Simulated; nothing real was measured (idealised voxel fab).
The process module that follows is named voxel plated lines.
This is section cut - it's 215 nm across, gridded in 5 nm square cells.
In this document a cross-section is written as a grid of square cells. It is given as a series of bands, listed from the top down, and a band is one or more rows of cells.
What a band's entry tells you: where the top is and where the bottom is, as heights in nm, and after that what lies inside, material by material from left to right, each with its width in nm. Empty space is written as the word "blank", and a single material marked with the word "everywhere" occupies the band from edge to edge.
It should be noted that heights are counted from 0, beneath which the wafer as supplied is of one material throughout, and that the lowest band possesses no lower boundary but continues downward, as written in "0 -> down".
Think of "30..40" as a width that walks from the first number to the second as you go down the band, top row to bottom row, taking equal-sized steps from row to row.
For the purposes of this document, the phrase "remains unaltered" attached to a step denotes that no cell within the cross-section was modified by that step.
"Closed internal cavities" contains a list of empty spaces, each no smaller than 8 cells and without an open way to the top, written in the form width x height at distance with the distance from the left edge and all three in nm.
If you see something after the settings on a step's line, that's the simulator's own remark about that step.
If you see "overlay nm" on a step's line and that step has a mask, it's telling you how far right of where it was planned the mask ended up; a negative number means it went left instead.
The steps planned for the process are as follows
| 1 | op RECEIVE | material Si |
| 2 | op CONFORMAL_DEP | material Al2O3 | thk nm 5 |
| 3 | op DIRECTIONAL_DEP | material TiN | thk nm 5 |
| 4 | op PATTERN | tone open | mask id LINES | material resist | width nm 25 | pitch nm 50 | thk nm 30 | overlay nm 0 |
| 5 | op EPI | material Ru | thk nm 5 |
| 6 | op EPI | material Ru | thk nm 5 |
| 7 | op STRIP | etch materials resist |
| 8 | op DIRECTIONAL_ETCH | etch materials TiN | depth nm 5 |
| 9 | op CONFORMAL_DEP | material SiO2 | thk nm 10 |
So, the first of our two wafers, run just as we planned it
This is the cross-section of the wafer as we received it, i.e. after step 1
0 -> down  Si everywhere
Closed internal cavities: none
The following cross-section depicts the wafer upon completion of step 2
5 -> 0  Al2O3 everywhere
Below 0, no change.
The following cross-section depicts the wafer upon completion of step 3
10 -> 5  TiN everywhere
Below 5, no change.
The following cross-section depicts the wafer upon completion of step 4
40 -> 10  resist 70 nm  blank 25 nm  resist 25 nm  blank 25 nm  resist 70 nm
Below 10, no change.
The following cross-section depicts the wafer upon completion of step 5
40 -> 15  resist 70 nm  blank 25 nm  resist 25 nm  blank 25 nm  resist 70 nm
15 -> 10  resist 70 nm  Ru 25 nm  resist 25 nm  Ru 25 nm  resist 70 nm
Below 10, no change.
The following cross-section depicts the wafer upon completion of step 6
40 -> 20  resist 70 nm  blank 25 nm  resist 25 nm  blank 25 nm  resist 70 nm
20 -> 10  resist 70 nm  Ru 25 nm  resist 25 nm  Ru 25 nm  resist 70 nm
Below 10, no change.
The following cross-section depicts the wafer upon completion of step 7
20 -> 10  blank 70 nm  Ru 25 nm  blank 25 nm  Ru 25 nm  blank 70 nm
Below 10, no change.
The following cross-section depicts the wafer upon completion of step 8
20 -> 10  blank 70 nm  Ru 25 nm  blank 25 nm  Ru 25 nm  blank 70 nm
10 -> 5  blank 70 nm  TiN 25 nm  blank 25 nm  TiN 25 nm  blank 70 nm
Below 5, no change.
The following cross-section depicts the wafer upon completion of step 9
30 -> 20  blank 60 nm  SiO2 45 nm  blank 5 nm  SiO2 45 nm  blank 60 nm
20 -> 15  blank 60 nm  SiO2 10 nm  Ru 25 nm  SiO2 10 nm  blank 5 nm  SiO2 10 nm  Ru 25 nm  SiO2 10 nm  blank 60 nm
15 -> 10  SiO2 70 nm  Ru 25 nm  SiO2 25 nm  Ru 25 nm  SiO2 70 nm
10 -> 5  SiO2 70 nm  TiN 25 nm  SiO2 25 nm  TiN 25 nm  SiO2 70 nm
Below 5, no change.
The remaining wafer, second of the two, started like the first and was run to the same plan, except that one mistake was made along the way; the two coincide through step 3, inclusive
Cross-sectional view of the second wafer at the intended end time of process step 4
40 -> 10  blank 70 nm  resist 25 nm  blank 25 nm  resist 25 nm  blank 70 nm
Below 10, no change.
Cross-sectional view of the second wafer at the intended end time of process step 5
40 -> 15  blank 70 nm  resist 25 nm  blank 25 nm  resist 25 nm  blank 70 nm
15 -> 10  Ru 70 nm  resist 25 nm  Ru 25 nm  resist 25 nm  Ru 70 nm
Below 10, no change.
Cross-sectional view of the second wafer at the intended end time of process step 6
40 -> 20  blank 70 nm  resist 25 nm  blank 25 nm  resist 25 nm  blank 70 nm
20 -> 10  Ru 70 nm  resist 25 nm  Ru 25 nm  resist 25 nm  Ru 70 nm
Below 10, no change.
Cross-sectional view of the second wafer at the intended end time of process step 7
20 -> 10  Ru 70 nm  blank 25 nm  Ru 25 nm  blank 25 nm  Ru 70 nm
Below 10, no change.
Cross-sectional view of the second wafer at the intended end time of process step 8
20 -> 10  Ru 70 nm  blank 25 nm  Ru 25 nm  blank 25 nm  Ru 70 nm
10 -> 5  TiN 70 nm  blank 25 nm  TiN 25 nm  blank 25 nm  TiN 70 nm
Below 5, no change.
Cross-sectional view of the second wafer at the intended end time of process step 9
30 -> 20  SiO2 80 nm  blank 5 nm  SiO2 45 nm  blank 5 nm  SiO2 80 nm
20 -> 15  Ru 70 nm  SiO2 10 nm  blank 5 nm  SiO2 10 nm  Ru 25 nm  SiO2 10 nm  blank 5 nm  SiO2 10 nm  Ru 70 nm
15 -> 10  Ru 70 nm  SiO2 25 nm  Ru 25 nm  SiO2 25 nm  Ru 70 nm
10 -> 5  TiN 70 nm  SiO2 25 nm  TiN 25 nm  SiO2 25 nm  TiN 70 nm
Below 5, no change.
What was the processing mistake? step 4 changed vs plan, executed as op PATTERN | tone cover | mask id LINES | material resist | width nm 25 | pitch nm 50 | thk nm 30 | overlay nm 0
Final wafer comparison in cells, second versus first, more or fewer per material: Ru +46, TiN +23
